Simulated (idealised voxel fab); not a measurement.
A process module follows: voxel spacer lines.
FYI the section here is cut, 160 nm wide, cells are 5 nm squares.
Just so we're on the same page, the cross-sections are grids of square cells, and they're listed out in bands top to bottom, each band one or more rows deep.
In this notation a band is specified by the heights of its top and bottom, in that order and in nm, after which its materials appear from left to right, each paired with its width in nm. The word "edge to edge" attached to a single material means that material fills the band from edge to edge; the word "empty" stands for empty space.
Below 0: as-received wafer, all one material; heights counted from there. Lowest band: no bottom, goes on down, written "from 0 down".
A width such as "30 to 40" changes by the same amount from each row of cells to the next, from the band's top row to its bottom row.
Step marked "no modification"? Then no cell in the cross-section changed in it.
Listed in "Sealed cavities": every empty space of 8 or more cells without an open way to the top. Form: width x height at distance, the distance being from the left edge, all in nm.
On each step's line, the part that comes after the settings is the simulator's own comment on the step.
The optional step-line setting "overlay nm" applies to steps with a mask and quantifies how far to the right of its planned location the mask lay, a negative value indicating leftward placement.

# plan
1,RECEIVE | material Si
2,CONFORMAL_DEP | material Al2O3 | thk nm 5
3,DIRECTIONAL_DEP | material W | thk nm 15
4,DIRECTIONAL_DEP | material aC | thk nm 20
5,PATTERN | tone cover | mask id MANDREL | material resist | width nm 20 | pitch nm 60 | thk nm 25 | overlay nm 0
6,DIRECTIONAL_ETCH | etch materials aC | depth nm 20
7,STRIP | etch materials resist
8,CONFORMAL_DEP | material SiO2 | thk nm 10
9,DIRECTIONAL_ETCH | etch materials SiO2 | depth nm 10
10,STRIP | etch materials aC
11,DIRECTIONAL_ETCH | etch materials W | depth nm 15
12,STRIP | etch materials SiO2

# So this is the incoming wafer in cross-section - it's already been through step 1
- from 0 down | Si edge to edge
- Sealed cavities: none

# End state of the module in cross-section, given the above starting point and plan and one mistake in execution
- from 25 to 5 | aC edge to edge
- from 5 to 0 | Al2O3 edge to edge
- from 0 down | Si edge to edge
- Sealed cavities: none
Short version of what went wrong: step 3 ran in the slot meant for step 4, and vice versa
